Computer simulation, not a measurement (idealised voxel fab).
process module | voxel self aligned contacts
cross-section cut | 240 nm wide | cells 5 nm
A cross-section is a grid of square cells, given in bands from the top down. A band is one or more rows of cells.
Each band's line starts with the height of the band's top and of its bottom, in nm. Then come its materials from left to right, each with its width in nm. One material with "throughout" fills the band from edge to edge. "air" is empty space.
Height 0 is the level under which the wafer as received is all one material. The lowest band goes on downwards, as in "0 down".
A width such as "30 to 40" changes by the same amount from each row of cells to the next, from the band's top row to its bottom row.
"no change" after a step means that no cell of the cross-section changed.
closed voids: empty space of 8 cells or more with no open way to the top, each as width x height at its distance from the left edge, in nm
after a step's settings: what the simulator itself notes on the step
overlay nm, on a step with a mask: how far to the right of its planned place the mask lay; to the left if negative
plan
1 op RECEIVE | material Si
2 op CONFORMAL_DEP | material SiO2 | thk nm 5
3 op DIRECTIONAL_DEP | material polySi | thk nm 25
4 op DIRECTIONAL_DEP | material SiN | thk nm 20
5 op DIRECTIONAL_DEP | material aC | thk nm 15
6 op PATTERN | tone cover | mask id GATE | material resist | width nm 35 | pitch nm 60 | thk nm 30 | overlay nm 0
7 op DIRECTIONAL_ETCH | etch materials aC | depth nm 15
8 op STRIP | etch materials resist
9 op DIRECTIONAL_ETCH | etch materials SiN | depth nm 20
10 op DIRECTIONAL_ETCH | etch materials polySi | depth nm 25
11 op STRIP | etch materials aC
12 op CONFORMAL_DEP | material SiN | thk nm 5
13 op DIRECTIONAL_ETCH | etch materials SiN | depth nm 5
14 op FILL_DEP | material SiO2 | thk nm 15
15 op CMP | height nm 55
16 op PATTERN | tone open | mask id CONTACT | material resist | width nm 45 | thk nm 15 | overlay nm 0
17 op DIRECTIONAL_ETCH | etch materials SiO2 | depth nm 55
18 op STRIP | etch materials resist
19 op CONFORMAL_DEP | material TiN | thk nm 5
20 op FILL_DEP | material W | thk nm 5
21 op CMP | height nm 55
22 op CONFORMAL_DEP | material SiN | thk nm 5
as received, after step 1
  0 down: Si throughout
  closed voids: none
a wafer at the end: this start, this plan, one mistake
  60 to 55: W throughout
  55 to 50: SiO2 95 | TiN 20 | W 5 | TiN 20 | SiO2 100
  50 to 30: SiO2 65 | SiN 45 | TiN 5 | W 5 | TiN 5 | SiN 45 | SiO2 70
  30 to 5: SiO2 65 | SiN 5 | polySi 35 | SiN 5 | TiN 5 | W 5 | TiN 5 | SiN 5 | polySi 35 | SiN 5 | SiO2 70
  5 to 0: SiO2 110 | TiN 15 | SiO2 115
  0 down: Si throughout
  closed voids: none
what went wrong: step 22 ran as: op CONFORMAL_DEP | material W | thk nm 5
